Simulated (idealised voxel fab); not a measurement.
process module | voxel gate over fins
cross-section cut | 170 nm wide | cells 5 nm
A cross-section is a grid of square cells, given in bands from the top down. A band is one or more rows of cells.
Each band's line starts with the height of the band's top and of its bottom, in nm. Then come its materials from left to right, each with its width in nm. One material with "throughout" fills the band from edge to edge. "air" is empty space.
Height 0 is the level under which the wafer as received is all one material. The lowest band goes on downwards, as in "0 down".
A width such as "30 to 40" changes by the same amount from each row of cells to the next, from the band's top row to its bottom row.
"no change" after a step means that no cell of the cross-section changed.
closed voids: empty space of 8 cells or more with no open way to the top, each as width x height at its distance from the left edge, in nm
after a step's settings: what the simulator itself notes on the step
overlay nm, on a step with a mask: how far to the right of its planned place the mask lay; to the left if negative
Each pair below shows a cross-section before one step and the cross-section after it, down to the lowest band that changed. The line under each pair gives the step between them, with its settings. The pairs can come from different runs of this module on the same starting wafer, so a pair continues from the pair above only where its "before" says so.
before
  0 down: Si throughout
  closed voids: none
after
  10 to 0: SiN throughout
  below 0: unchanged
  closed voids: none
the step between: op CONFORMAL_DEP | material SiN | thk nm 10
before: the cross-section after the pair above
after
  25 to 10: aC throughout
  below 10: unchanged
  closed voids: none
the step between: op DIRECTIONAL_DEP | material aC | thk nm 15
before: the cross-section after the pair above
after
  55 to 25: air 55 | resist 15 | air 30 | resist 15 | air 55
  below 25: unchanged
  closed voids: none
the step between: op PATTERN | tone cover | mask id FINS | material resist | width nm 15 | pitch nm 45 | thk nm 30 | overlay nm 0
before: the cross-section after the pair above
after
  40 to 25: air 55 | resist 15 | air 30 | resist 15 | air 55
  25 to 10: air 55 | aC 15 | air 30 | aC 15 | air 55
  below 10: unchanged
  closed voids: none
the step between: op DIRECTIONAL_ETCH | etch materials aC | depth nm 15
before: the cross-section after the pair above
after
  25 to 10: air 55 | aC 15 | air 30 | aC 15 | air 55
  below 10: unchanged
  closed voids: none
the step between: op STRIP | etch materials resist
before: the cross-section after the pair above
after
  25 to 10: air 55 | aC 15 | air 30 | aC 15 | air 55
  10 to 0: air 55 | SiN 15 | air 30 | SiN 15 | air 55
  below 0: unchanged
  closed voids: none
the step between: op DIRECTIONAL_ETCH | etch materials SiN | depth nm 10
before: the cross-section after the pair above
after
  25 to 10: air 55 | aC 15 | air 30 | aC 15 | air 55
  10 to 0: air 55 | SiN 15 | air 30 | SiN 15 | air 55
  0 to -40: air 55 | Si 15 | air 30 | Si 15 | air 55
  below -40: unchanged
  closed voids: none
the step between: op DIRECTIONAL_ETCH | etch materials Si | depth nm 40
before: the cross-section after the pair above
after
  10 to 0: air 55 | SiN 15 | air 30 | SiN 15 | air 55
  below 0: unchanged
  closed voids: none
the step between: op STRIP | etch materials aC
before: the cross-section after the pair above
after
  20 to 10: SiO2 throughout
  10 to 0: SiO2 55 | SiN 15 | SiO2 30 | SiN 15 | SiO2 55
  0 to -40: SiO2 55 | Si 15 | SiO2 30 | Si 15 | SiO2 55
  below -40: unchanged
  closed voids: none
the step between: op FILL_DEP | material SiO2 | thk nm 10
before: the cross-section after the pair above
after
  10 to 0: SiO2 55 | SiN 15 | SiO2 30 | SiN 15 | SiO2 55
  below 0: unchanged
  closed voids: none
the step between: op CMP | height nm 10
before: the cross-section after the pair above
after
  10 to 0: air 55 | SiN 15 | air 30 | SiN 15 | air 55
  0 to -15: air 55 | Si 15 | air 30 | Si 15 | air 55
  below -15: unchanged
  closed voids: none
the step between: op SELECTIVE_ETCH | etch materials SiO2 | depth nm 25
before: the cross-section after the pair above
after
  0 to -15: air 55 | Si 15 | air 30 | Si 15 | air 55
  below -15: unchanged
  closed voids: none
the step between: op STRIP | etch materials SiN
before: the cross-section after the pair above
after
  5 to 0: air 50 | HfO2 25 | air 20 | HfO2 25 | air 50
  0 to -10: air 50 | HfO2 5 | Si 15 | HfO2 5 | air 20 | HfO2 5 | Si 15 | HfO2 5 | air 50
  -10 to -15: HfO2 55 | Si 15 | HfO2 30 | Si 15 | HfO2 55
  below -15: unchanged
  closed voids: none
the step between: op CONFORMAL_DEP | material HfO2 | thk nm 5
before: the cross-section after the pair above
after
  10 to 5: air 45 | TiN 35 | air 10 | TiN 35 | air 45
  5 to 0: air 45 | TiN 5 | HfO2 25 | TiN 5 | air 10 | TiN 5 | HfO2 25 | TiN 5 | air 45
  0 to -5: air 45 | TiN 5 | HfO2 5 | Si 15 | HfO2 5 | TiN 5 | air 10 | TiN 5 | HfO2 5 | Si 15 | HfO2 5 | TiN 5 | air 45
  -5 to -10: TiN 50 | HfO2 5 | Si 15 | HfO2 5 | TiN 20 | HfO2 5 | Si 15 | HfO2 5 | TiN 50
  below -10: unchanged
  closed voids: none
the step between: op CONFORMAL_DEP | material TiN | thk nm 5
before: the cross-section after the pair above
after
  15 to 10: air 40 | TiAl 90 | air 40
  10 to 5: air 40 | TiAl 5 | TiN 35 | TiAl 10 | TiN 35 | TiAl 5 | air 40
  5 to 0: air 40 | TiAl 5 | TiN 5 | HfO2 25 | TiN 5 | TiAl 10 | TiN 5 | HfO2 25 | TiN 5 | TiAl 5 | air 40
  0 to -5: TiAl 45 | TiN 5 | HfO2 5 | Si 15 | HfO2 5 | TiN 5 | TiAl 10 | TiN 5 | HfO2 5 | Si 15 | HfO2 5 | TiN 5 | TiAl 45
  below -5: unchanged
  closed voids: none
the step between: op CONFORMAL_DEP | material TiAl | thk nm 5
before: the cross-section after the pair above
after
  20 to 15: air 35 | TiN 100 | air 35
  15 to 10: air 35 | TiN 5 | TiAl 90 | TiN 5 | air 35
  10 to 5: air 35 | TiN 5 | TiAl 5 | TiN 35 | TiAl 10 | TiN 35 | TiAl 5 | TiN 5 | air 35
  5 to 0: TiN 40 | TiAl 5 | TiN 5 | HfO2 25 | TiN 5 | TiAl 10 | TiN 5 | HfO2 25 | TiN 5 | TiAl 5 | TiN 40
  below 0: unchanged
  closed voids: none
the step between: op CONFORMAL_DEP | material TiN | thk nm 5
before: the cross-section after the pair above
after
  35 to 20: W throughout
  20 to 15: W 35 | TiN 100 | W 35
  15 to 10: W 35 | TiN 5 | TiAl 90 | TiN 5 | W 35
  10 to 5: W 35 | TiN 5 | TiAl 5 | TiN 35 | TiAl 10 | TiN 35 | TiAl 5 | TiN 5 | W 35
  below 5: unchanged
  closed voids: none
the step between: op FILL_DEP | material W | thk nm 15
before: the cross-section after the pair above
after
  30 to 20: W throughout
  below 20: unchanged
  closed voids: none
the step between: op CMP | height nm 30
before: the cross-section after the pair above
after
  40 to 30: SiCN throughout
  below 30: unchanged
  closed voids: none
the step between: op CONFORMAL_DEP | material SiCN | thk nm 10
before
  10 to 5: air 45 | TiN 35 | air 10 | TiN 35 | air 45
  5 to 0: air 45 | TiN 5 | HfO2 25 | TiN 5 | air 10 | TiN 5 | HfO2 25 | TiN 5 | air 45
  0 to -5: air 45 | TiN 5 | HfO2 5 | Si 15 | HfO2 5 | TiN 5 | air 10 | TiN 5 | HfO2 5 | Si 15 | HfO2 5 | TiN 5 | air 45
  -5 to -10: TiN 50 | HfO2 5 | Si 15 | HfO2 5 | TiN 20 | HfO2 5 | Si 15 | HfO2 5 | TiN 50
  -10 to -15: HfO2 55 | Si 15 | HfO2 30 | Si 15 | HfO2 55
  -15 to -40: SiO2 55 | Si 15 | SiO2 30 | Si 15 | SiO2 55
  -40 down: Si throughout
  closed voids: none
after
  15 to 5: air 40 | TiN 90 | air 40
  5 to 0: air 40 | TiN 10 | HfO2 25 | TiN 20 | HfO2 25 | TiN 10 | air 40
  0 to -10: TiN 50 | HfO2 5 | Si 15 | HfO2 5 | TiN 20 | HfO2 5 | Si 15 | HfO2 5 | TiN 50
  below -10: unchanged
  closed voids: none
the step between: op CONFORMAL_DEP | material TiN | thk nm 5
before: the cross-section after the pair above
after
  30 to 15: W throughout
  15 to 5: W 40 | TiN 90 | W 40
  5 to 0: W 40 | TiN 10 | HfO2 25 | TiN 20 | HfO2 25 | TiN 10 | W 40
  below 0: unchanged
  closed voids: none
the step between: op FILL_DEP | material W | thk nm 15
before: the cross-section after the pair above
after
  40 to 30: SiCN throughout
  below 30: unchanged
  closed voids: none
the step between: op CONFORMAL_DEP | material SiCN | thk nm 10
before
  20 to 10: SiO2 throughout
  10 to 0: SiO2 55 | SiN 15 | SiO2 30 | SiN 15 | SiO2 55
  0 to -40: SiO2 55 | Si 15 | SiO2 30 | Si 15 | SiO2 55
  -40 down: Si throughout
  closed voids: none
after
  30 to 10: SiO2 throughout
  below 10: unchanged
  closed voids: none
the step between: op FILL_DEP | material SiO2 | thk nm 10
before: the cross-section after the pair above
after
  10 to 0: SiO2 55 | SiN 15 | SiO2 30 | SiN 15 | SiO2 55
  below 0: unchanged
  closed voids: none
the step between: op CMP | height nm 10
before: the cross-section after the pair above
after
  10 to 0: SiO2 55 | air 15 | SiO2 30 | air 15 | SiO2 55
  below 0: unchanged
  closed voids: none
the step between: op STRIP | etch materials SiN
before: the cross-section after the pair above
after
  0 to -15: air 55 | Si 15 | air 30 | Si 15 | air 55
  -15 to -25: SiO2 30 | air 25 | Si 15 | air 30 | Si 15 | air 25 | SiO2 30
  below -25: unchanged
  closed voids: none
the step between: op SELECTIVE_ETCH | etch materials SiO2 | depth nm 25
before: the cross-section after the pair above
after
  5 to 0: air 50 | HfO2 25 | air 20 | HfO2 25 | air 50
  0 to -10: air 50 | HfO2 5 | Si 15 | HfO2 5 | air 20 | HfO2 5 | Si 15 | HfO2 5 | air 50
  -10 to -15: HfO2 35 | air 15 | HfO2 5 | Si 15 | HfO2 5 | air 20 | HfO2 5 | Si 15 | HfO2 5 | air 15 | HfO2 35
  -15 to -20: SiO2 30 | HfO2 5 | air 15 | HfO2 5 | Si 15 | HfO2 5 | air 20 | HfO2 5 | Si 15 | HfO2 5 | air 15 | HfO2 5 | SiO2 30
  -20 to -25: SiO2 30 | HfO2 25 | Si 15 | HfO2 30 | Si 15 | HfO2 25 | SiO2 30
  below -25: unchanged
  closed voids: none
the step between: op CONFORMAL_DEP | material HfO2 | thk nm 5
before: the cross-section after the pair above
after
  10 to 5: air 45 | TiN 35 | air 10 | TiN 35 | air 45
  5 to 0: air 45 | TiN 5 | HfO2 25 | TiN 5 | air 10 | TiN 5 | HfO2 25 | TiN 5 | air 45
  0 to -5: air 45 | TiN 5 | HfO2 5 | Si 15 | HfO2 5 | TiN 5 | air 10 | TiN 5 | HfO2 5 | Si 15 | HfO2 5 | TiN 5 | air 45
  -5 to -10: TiN 40 | air 5 | TiN 5 | HfO2 5 | Si 15 | HfO2 5 | TiN 5 | air 10 | TiN 5 | HfO2 5 | Si 15 | HfO2 5 | TiN 5 | air 5 | TiN 40
  -10 to -15: HfO2 35 | TiN 5 | air 5 | TiN 5 | HfO2 5 | Si 15 | HfO2 5 | TiN 5 | air 10 | TiN 5 | HfO2 5 | Si 15 | HfO2 5 | TiN 5 | air 5 | TiN 5 | HfO2 35
  -15 to -20: SiO2 30 | HfO2 5 | TiN 15 | HfO2 5 | Si 15 | HfO2 5 | TiN 20 | HfO2 5 | Si 15 | HfO2 5 | TiN 15 | HfO2 5 | SiO2 30
  below -20: unchanged
  closed voids: none
the step between: op CONFORMAL_DEP | material TiN | thk nm 5
before: the cross-section after the pair above
after
  15 to 10: air 40 | TiAl 90 | air 40
  10 to 5: air 40 | TiAl 5 | TiN 35 | TiAl 10 | TiN 35 | TiAl 5 | air 40
  5 to 0: air 40 | TiAl 5 | TiN 5 | HfO2 25 | TiN 5 | TiAl 10 | TiN 5 | HfO2 25 | TiN 5 | TiAl 5 | air 40
  0 to -5: TiAl 45 | TiN 5 | HfO2 5 | Si 15 | HfO2 5 | TiN 5 | TiAl 10 | TiN 5 | HfO2 5 | Si 15 | HfO2 5 | TiN 5 | TiAl 45
  -5 to -10: TiN 40 | TiAl 5 | TiN 5 | HfO2 5 | Si 15 | HfO2 5 | TiN 5 | TiAl 10 | TiN 5 | HfO2 5 | Si 15 | HfO2 5 | TiN 5 | TiAl 5 | TiN 40
  -10 to -15: HfO2 35 | TiN 5 | TiAl 5 | TiN 5 | HfO2 5 | Si 15 | HfO2 5 | TiN 5 | TiAl 10 | TiN 5 | HfO2 5 | Si 15 | HfO2 5 | TiN 5 | TiAl 5 | TiN 5 | HfO2 35
  below -15: unchanged
  closed voids: none
the step between: op CONFORMAL_DEP | material TiAl | thk nm 5
before: the cross-section after the pair above
after
  20 to 15: air 35 | TiN 100 | air 35
  15 to 10: air 35 | TiN 5 | TiAl 90 | TiN 5 | air 35
  10 to 5: air 35 | TiN 5 | TiAl 5 | TiN 35 | TiAl 10 | TiN 35 | TiAl 5 | TiN 5 | air 35
  5 to 0: TiN 40 | TiAl 5 | TiN 5 | HfO2 25 | TiN 5 | TiAl 10 | TiN 5 | HfO2 25 | TiN 5 | TiAl 5 | TiN 40
  below 0: unchanged
  closed voids: none
the step between: op CONFORMAL_DEP | material TiN | thk nm 5
before: the cross-section after the pair above
after
  35 to 20: W throughout
  20 to 15: W 35 | TiN 100 | W 35
  15 to 10: W 35 | TiN 5 | TiAl 90 | TiN 5 | W 35
  10 to 5: W 35 | TiN 5 | TiAl 5 | TiN 35 | TiAl 10 | TiN 35 | TiAl 5 | TiN 5 | W 35
  below 5: unchanged
  closed voids: none
the step between: op FILL_DEP | material W | thk nm 15
before: the cross-section after the pair above
after
  30 to 20: W throughout
  below 20: unchanged
  closed voids: none
the step between: op CMP | height nm 30
before: the cross-section after the pair above
after
  40 to 30: SiCN throughout
  below 30: unchanged
  closed voids: none
the step between: op CONFORMAL_DEP | material SiCN | thk nm 10
before
  25 to 10: air 55 | aC 15 | air 30 | aC 15 | air 55
  10 to 0: air 55 | SiN 15 | air 30 | SiN 15 | air 55
  0 down: Si throughout
  closed voids: none
after
  25 to 10: air 55 | aC 15 | air 30 | aC 15 | air 55
  10 to 0: air 55 | SiN 15 | air 30 | SiN 15 | air 55
  0 to -45: air 55 | Si 15 | air 30 | Si 15 | air 55
  below -45: unchanged
  closed voids: none
the step between: op DIRECTIONAL_ETCH | etch materials Si | depth nm 45
before: the cross-section after the pair above
after
  10 to 0: air 55 | SiN 15 | air 30 | SiN 15 | air 55
  below 0: unchanged
  closed voids: none
the step between: op STRIP | etch materials aC
before: the cross-section after the pair above
after
  20 to 10: SiO2 throughout
  10 to 0: SiO2 55 | SiN 15 | SiO2 30 | SiN 15 | SiO2 55
  0 to -45: SiO2 55 | Si 15 | SiO2 30 | Si 15 | SiO2 55
  below -45: unchanged
  closed voids: none
the step between: op FILL_DEP | material SiO2 | thk nm 10
before: the cross-section after the pair above
after
  10 to 0: SiO2 55 | SiN 15 | SiO2 30 | SiN 15 | SiO2 55
  below 0: unchanged
  closed voids: none
the step between: op CMP | height nm 10
before: the cross-section after the pair above
after
  10 to 0: air 55 | SiN 15 | air 30 | SiN 15 | air 55
  0 to -15: air 55 | Si 15 | air 30 | Si 15 | air 55
  below -15: unchanged
  closed voids: none
the step between: op SELECTIVE_ETCH | etch materials SiO2 | depth nm 25
before: the cross-section after the pair above
after
  0 to -15: air 55 | Si 15 | air 30 | Si 15 | air 55
  below -15: unchanged
  closed voids: none
the step between: op STRIP | etch materials SiN
before: the cross-section after the pair above
after
  5 to 0: air 50 | HfO2 25 | air 20 | HfO2 25 | air 50
  0 to -10: air 50 | HfO2 5 | Si 15 | HfO2 5 | air 20 | HfO2 5 | Si 15 | HfO2 5 | air 50
  -10 to -15: HfO2 55 | Si 15 | HfO2 30 | Si 15 | HfO2 55
  below -15: unchanged
  closed voids: none
the step between: op CONFORMAL_DEP | material HfO2 | thk nm 5
before: the cross-section after the pair above
after
  10 to 5: air 45 | TiN 35 | air 10 | TiN 35 | air 45
  5 to 0: air 45 | TiN 5 | HfO2 25 | TiN 5 | air 10 | TiN 5 | HfO2 25 | TiN 5 | air 45
  0 to -5: air 45 | TiN 5 | HfO2 5 | Si 15 | HfO2 5 | TiN 5 | air 10 | TiN 5 | HfO2 5 | Si 15 | HfO2 5 | TiN 5 | air 45
  -5 to -10: TiN 50 | HfO2 5 | Si 15 | HfO2 5 | TiN 20 | HfO2 5 | Si 15 | HfO2 5 | TiN 50
  below -10: unchanged
  closed voids: none
the step between: op CONFORMAL_DEP | material TiN | thk nm 5
before: the cross-section after the pair above
after
  15 to 10: air 40 | TiAl 90 | air 40
  10 to 5: air 40 | TiAl 5 | TiN 35 | TiAl 10 | TiN 35 | TiAl 5 | air 40
  5 to 0: air 40 | TiAl 5 | TiN 5 | HfO2 25 | TiN 5 | TiAl 10 | TiN 5 | HfO2 25 | TiN 5 | TiAl 5 | air 40
  0 to -5: TiAl 45 | TiN 5 | HfO2 5 | Si 15 | HfO2 5 | TiN 5 | TiAl 10 | TiN 5 | HfO2 5 | Si 15 | HfO2 5 | TiN 5 | TiAl 45
  below -5: unchanged
  closed voids: none
the step between: op CONFORMAL_DEP | material TiAl | thk nm 5
before: the cross-section after the pair above
after
  20 to 15: air 35 | TiN 100 | air 35
  15 to 10: air 35 | TiN 5 | TiAl 90 | TiN 5 | air 35
  10 to 5: air 35 | TiN 5 | TiAl 5 | TiN 35 | TiAl 10 | TiN 35 | TiAl 5 | TiN 5 | air 35
  5 to 0: TiN 40 | TiAl 5 | TiN 5 | HfO2 25 | TiN 5 | TiAl 10 | TiN 5 | HfO2 25 | TiN 5 | TiAl 5 | TiN 40
  below 0: unchanged
  closed voids: none
the step between: op CONFORMAL_DEP | material TiN | thk nm 5
before: the cross-section after the pair above
after
  35 to 20: W throughout
  20 to 15: W 35 | TiN 100 | W 35
  15 to 10: W 35 | TiN 5 | TiAl 90 | TiN 5 | W 35
  10 to 5: W 35 | TiN 5 | TiAl 5 | TiN 35 | TiAl 10 | TiN 35 | TiAl 5 | TiN 5 | W 35
  below 5: unchanged
  closed voids: none
the step between: op FILL_DEP | material W | thk nm 15
before: the cross-section after the pair above
after
  30 to 20: W throughout
  below 20: unchanged
  closed voids: none
the step between: op CMP | height nm 30
before: the cross-section after the pair above
after
  40 to 30: SiCN throughout
  below 30: unchanged
  closed voids: none
the step between: op CONFORMAL_DEP | material SiCN | thk nm 10
before
  25 to 10: aC throughout
  10 to 0: SiN throughout
  0 down: Si throughout
  closed voids: none
after
  55 to 25: air 50 | resist 25 | air 20 | resist 25 | air 50
  below 25: unchanged
  closed voids: none
the step between: op PATTERN | tone cover | mask id FINS | material resist | width nm 25 | pitch nm 45 | thk nm 30 | overlay nm 0
before: the cross-section after the pair above
after
  40 to 25: air 50 | resist 25 | air 20 | resist 25 | air 50
  25 to 10: air 50 | aC 25 | air 20 | aC 25 | air 50
  below 10: unchanged
  closed voids: none
the step between: op DIRECTIONAL_ETCH | etch materials aC | depth nm 15
before: the cross-section after the pair above
after
  25 to 10: air 50 | aC 25 | air 20 | aC 25 | air 50
  below 10: unchanged
  closed voids: none
the step between: op STRIP | etch materials resist
before: the cross-section after the pair above
after
  25 to 10: air 50 | aC 25 | air 20 | aC 25 | air 50
  10 to 0: air 50 | SiN 25 | air 20 | SiN 25 | air 50
  below 0: unchanged
  closed voids: none
the step between: op DIRECTIONAL_ETCH | etch materials SiN | depth nm 10
before: the cross-section after the pair above
after
  25 to 10: air 50 | aC 25 | air 20 | aC 25 | air 50
  10 to 0: air 50 | SiN 25 | air 20 | SiN 25 | air 50
  0 to -40: air 50 | Si 25 | air 20 | Si 25 | air 50
  below -40: unchanged
  closed voids: none
the step between: op DIRECTIONAL_ETCH | etch materials Si | depth nm 40
before: the cross-section after the pair above
after
  10 to 0: air 50 | SiN 25 | air 20 | SiN 25 | air 50
  below 0: unchanged
  closed voids: none
the step between: op STRIP | etch materials aC
before: the cross-section after the pair above
after
  20 to 10: SiO2 throughout
  10 to 0: SiO2 50 | SiN 25 | SiO2 20 | SiN 25 | SiO2 50
  0 to -40: SiO2 50 | Si 25 | SiO2 20 | Si 25 | SiO2 50
  below -40: unchanged
  closed voids: none
the step between: op FILL_DEP | material SiO2 | thk nm 10
before: the cross-section after the pair above
after
  10 to 0: SiO2 50 | SiN 25 | SiO2 20 | SiN 25 | SiO2 50
  below 0: unchanged
  closed voids: none
the step between: op CMP | height nm 10
before: the cross-section after the pair above
after
  10 to 0: air 50 | SiN 25 | air 20 | SiN 25 | air 50
  0 to -15: air 50 | Si 25 | air 20 | Si 25 | air 50
  below -15: unchanged
  closed voids: none
the step between: op SELECTIVE_ETCH | etch materials SiO2 | depth nm 25
before: the cross-section after the pair above
after
  0 to -15: air 50 | Si 25 | air 20 | Si 25 | air 50
  below -15: unchanged
  closed voids: none
the step between: op STRIP | etch materials SiN
before: the cross-section after the pair above
after
  5 to 0: air 45 | HfO2 35 | air 10 | HfO2 35 | air 45
  0 to -10: air 45 | HfO2 5 | Si 25 | HfO2 5 | air 10 | HfO2 5 | Si 25 | HfO2 5 | air 45
  -10 to -15: HfO2 50 | Si 25 | HfO2 20 | Si 25 | HfO2 50
  below -15: unchanged
  closed voids: none
the step between: op CONFORMAL_DEP | material HfO2 | thk nm 5
before: the cross-section after the pair above
after
  10 to 5: air 40 | TiN 90 | air 40
  5 to 0: air 40 | TiN 5 | HfO2 35 | TiN 10 | HfO2 35 | TiN 5 | air 40
  0 to -5: air 40 | TiN 5 | HfO2 5 | Si 25 | HfO2 5 | TiN 10 | HfO2 5 | Si 25 | HfO2 5 | TiN 5 | air 40
  -5 to -10: TiN 45 | HfO2 5 | Si 25 | HfO2 5 | TiN 10 | HfO2 5 | Si 25 | HfO2 5 | TiN 45
  below -10: unchanged
  closed voids: none
the step between: op CONFORMAL_DEP | material TiN | thk nm 5
before: the cross-section after the pair above
after
  15 to 10: air 35 | TiAl 100 | air 35
  10 to 5: air 35 | TiAl 5 | TiN 90 | TiAl 5 | air 35
  5 to 0: air 35 | TiAl 5 | TiN 5 | HfO2 35 | TiN 10 | HfO2 35 | TiN 5 | TiAl 5 | air 35
  0 to -5: TiAl 40 | TiN 5 | HfO2 5 | Si 25 | HfO2 5 | TiN 10 | HfO2 5 | Si 25 | HfO2 5 | TiN 5 | TiAl 40
  below -5: unchanged
  closed voids: none
the step between: op CONFORMAL_DEP | material TiAl | thk nm 5
before: the cross-section after the pair above
after
  20 to 15: air 30 | TiN 110 | air 30
  15 to 10: air 30 | TiN 5 | TiAl 100 | TiN 5 | air 30
  10 to 5: air 30 | TiN 5 | TiAl 5 | TiN 90 | TiAl 5 | TiN 5 | air 30
  5 to 0: TiN 35 | TiAl 5 | TiN 5 | HfO2 35 | TiN 10 | HfO2 35 | TiN 5 | TiAl 5 | TiN 35
  below 0: unchanged
  closed voids: none
the step between: op CONFORMAL_DEP | material TiN | thk nm 5
before: the cross-section after the pair above
after
  35 to 20: W throughout
  20 to 15: W 30 | TiN 110 | W 30
  15 to 10: W 30 | TiN 5 | TiAl 100 | TiN 5 | W 30
  10 to 5: W 30 | TiN 5 | TiAl 5 | TiN 90 | TiAl 5 | TiN 5 | W 30
  below 5: unchanged
  closed voids: none
the step between: op FILL_DEP | material W | thk nm 15
before: the cross-section after the pair above
after
  30 to 20: W throughout
  below 20: unchanged
  closed voids: none
the step between: op CMP | height nm 30
before: the cross-section after the pair above
after
  40 to 30: SiCN throughout
  below 30: unchanged
  closed voids: none
the step between: op CONFORMAL_DEP | material SiCN | thk nm 10
before
  25 to 10: aC throughout
  10 to 0: SiN throughout
  0 down: Si throughout
  closed voids: none
after
  55 to 25: air 45 | resist 15 | air 30 | resist 15 | air 65
  below 25: unchanged
  closed voids: none
the step between: op PATTERN | tone cover | mask id FINS | material resist | width nm 15 | pitch nm 45 | thk nm 30 | overlay nm -10
before: the cross-section after the pair above
after
  40 to 25: air 45 | resist 15 | air 30 | resist 15 | air 65
  25 to 10: air 45 | aC 15 | air 30 | aC 15 | air 65
  below 10: unchanged
  closed voids: none
the step between: op DIRECTIONAL_ETCH | etch materials aC | depth nm 15
before: the cross-section after the pair above
after
  25 to 10: air 45 | aC 15 | air 30 | aC 15 | air 65
  below 10: unchanged
  closed voids: none
the step between: op STRIP | etch materials resist
before: the cross-section after the pair above
after
  25 to 10: air 45 | aC 15 | air 30 | aC 15 | air 65
  10 to 0: air 45 | SiN 15 | air 30 | SiN 15 | air 65
  below 0: unchanged
  closed voids: none
the step between: op DIRECTIONAL_ETCH | etch materials SiN | depth nm 10
before: the cross-section after the pair above
after
  25 to 10: air 45 | aC 15 | air 30 | aC 15 | air 65
  10 to 0: air 45 | SiN 15 | air 30 | SiN 15 | air 65
  0 to -40: air 45 | Si 15 | air 30 | Si 15 | air 65
  below -40: unchanged
  closed voids: none
the step between: op DIRECTIONAL_ETCH | etch materials Si | depth nm 40
before: the cross-section after the pair above
after
  10 to 0: air 45 | SiN 15 | air 30 | SiN 15 | air 65
  below 0: unchanged
  closed voids: none
the step between: op STRIP | etch materials aC
before: the cross-section after the pair above
after
  20 to 10: SiO2 throughout
  10 to 0: SiO2 45 | SiN 15 | SiO2 30 | SiN 15 | SiO2 65
  0 to -40: SiO2 45 | Si 15 | SiO2 30 | Si 15 | SiO2 65
  below -40: unchanged
  closed voids: none
the step between: op FILL_DEP | material SiO2 | thk nm 10
before: the cross-section after the pair above
after
  10 to 0: SiO2 45 | SiN 15 | SiO2 30 | SiN 15 | SiO2 65
  below 0: unchanged
  closed voids: none
the step between: op CMP | height nm 10
before: the cross-section after the pair above
after
  10 to 0: air 45 | SiN 15 | air 30 | SiN 15 | air 65
  0 to -15: air 45 | Si 15 | air 30 | Si 15 | air 65
  below -15: unchanged
  closed voids: none
the step between: op SELECTIVE_ETCH | etch materials SiO2 | depth nm 25
before: the cross-section after the pair above
after
  0 to -15: air 45 | Si 15 | air 30 | Si 15 | air 65
  below -15: unchanged
  closed voids: none
the step between: op STRIP | etch materials SiN
before: the cross-section after the pair above
after
  5 to 0: air 40 | HfO2 25 | air 20 | HfO2 25 | air 60
  0 to -10: air 40 | HfO2 5 | Si 15 | HfO2 5 | air 20 | HfO2 5 | Si 15 | HfO2 5 | air 60
  -10 to -15: HfO2 45 | Si 15 | HfO2 30 | Si 15 | HfO2 65
  below -15: unchanged
  closed voids: none
the step between: op CONFORMAL_DEP | material HfO2 | thk nm 5
before: the cross-section after the pair above
after
  10 to 5: air 35 | TiN 35 | air 10 | TiN 35 | air 55
  5 to 0: air 35 | TiN 5 | HfO2 25 | TiN 5 | air 10 | TiN 5 | HfO2 25 | TiN 5 | air 55
  0 to -5: air 35 | TiN 5 | HfO2 5 | Si 15 | HfO2 5 | TiN 5 | air 10 | TiN 5 | HfO2 5 | Si 15 | HfO2 5 | TiN 5 | air 55
  -5 to -10: TiN 40 | HfO2 5 | Si 15 | HfO2 5 | TiN 20 | HfO2 5 | Si 15 | HfO2 5 | TiN 60
  below -10: unchanged
  closed voids: none
the step between: op CONFORMAL_DEP | material TiN | thk nm 5
before: the cross-section after the pair above
after
  15 to 10: air 30 | TiAl 90 | air 50
  10 to 5: air 30 | TiAl 5 | TiN 35 | TiAl 10 | TiN 35 | TiAl 5 | air 50
  5 to 0: air 30 | TiAl 5 | TiN 5 | HfO2 25 | TiN 5 | TiAl 10 | TiN 5 | HfO2 25 | TiN 5 | TiAl 5 | air 50
  0 to -5: TiAl 35 | TiN 5 | HfO2 5 | Si 15 | HfO2 5 | TiN 5 | TiAl 10 | TiN 5 | HfO2 5 | Si 15 | HfO2 5 | TiN 5 | TiAl 55
  below -5: unchanged
  closed voids: none
the step between: op CONFORMAL_DEP | material TiAl | thk nm 5
before: the cross-section after the pair above
after
  20 to 15: air 25 | TiN 100 | air 45
  15 to 10: air 25 | TiN 5 | TiAl 90 | TiN 5 | air 45
  10 to 5: air 25 | TiN 5 | TiAl 5 | TiN 35 | TiAl 10 | TiN 35 | TiAl 5 | TiN 5 | air 45
  5 to 0: TiN 30 | TiAl 5 | TiN 5 | HfO2 25 | TiN 5 | TiAl 10 | TiN 5 | HfO2 25 | TiN 5 | TiAl 5 | TiN 50
  below 0: unchanged
  closed voids: none
the step between: op CONFORMAL_DEP | material TiN | thk nm 5
before: the cross-section after the pair above
after
  35 to 20: W throughout
  20 to 15: W 25 | TiN 100 | W 45
  15 to 10: W 25 | TiN 5 | TiAl 90 | TiN 5 | W 45
  10 to 5: W 25 | TiN 5 | TiAl 5 | TiN 35 | TiAl 10 | TiN 35 | TiAl 5 | TiN 5 | W 45
  below 5: unchanged
  closed voids: none
the step between: op FILL_DEP | material W | thk nm 15
before: the cross-section after the pair above
after
  30 to 20: W throughout
  below 20: unchanged
  closed voids: none
the step between: op CMP | height nm 30
before: the cross-section after the pair above
after
  40 to 30: SiCN throughout
  below 30: unchanged
  closed voids: none
the step between: op CONFORMAL_DEP | material SiCN | thk nm 10
before
  0 down: Si throughout
  closed voids: none
after
  10 to 0: TiAl throughout
  below 0: unchanged
  closed voids: none
the step between: op CONFORMAL_DEP | material TiAl | thk nm 10
before: the cross-section after the pair above
after
  25 to 10: aC throughout
  below 10: unchanged
  closed voids: none
the step between: op DIRECTIONAL_DEP | material aC | thk nm 15
before: the cross-section after the pair above
after
  55 to 25: air 55 | resist 15 | air 30 | resist 15 | air 55
  below 25: unchanged
  closed voids: none
the step between: op PATTERN | tone cover | mask id FINS | material resist | width nm 15 | pitch nm 45 | thk nm 30 | overlay nm 0
before: the cross-section after the pair above
after
  40 to 25: air 55 | resist 15 | air 30 | resist 15 | air 55
  25 to 10: air 55 | aC 15 | air 30 | aC 15 | air 55
  below 10: unchanged
  closed voids: none
the step between: op DIRECTIONAL_ETCH | etch materials aC | depth nm 15
before: the cross-section after the pair above
after
  25 to 10: air 55 | aC 15 | air 30 | aC 15 | air 55
  below 10: unchanged
  closed voids: none
the step between: op STRIP | etch materials resist
before: the cross-section after the pair above
after
  10 to 0: TiAl throughout
  below 0: unchanged
  closed voids: none
the step between: op STRIP | etch materials aC
before: the cross-section after the pair above
after
  20 to 10: SiO2 throughout
  below 10: unchanged
  closed voids: none
the step between: op FILL_DEP | material SiO2 | thk nm 10
before: the cross-section after the pair above
after
  10 to 0: TiAl throughout
  below 0: unchanged
  closed voids: none
the step between: op CMP | height nm 10
before: the cross-section after the pair above
after
  15 to 10: HfO2 throughout
  below 10: unchanged
  closed voids: none
the step between: op CONFORMAL_DEP | material HfO2 | thk nm 5
before: the cross-section after the pair above
after
  20 to 15: TiN throughout
  below 15: unchanged
  closed voids: none
the step between: op CONFORMAL_DEP | material TiN | thk nm 5
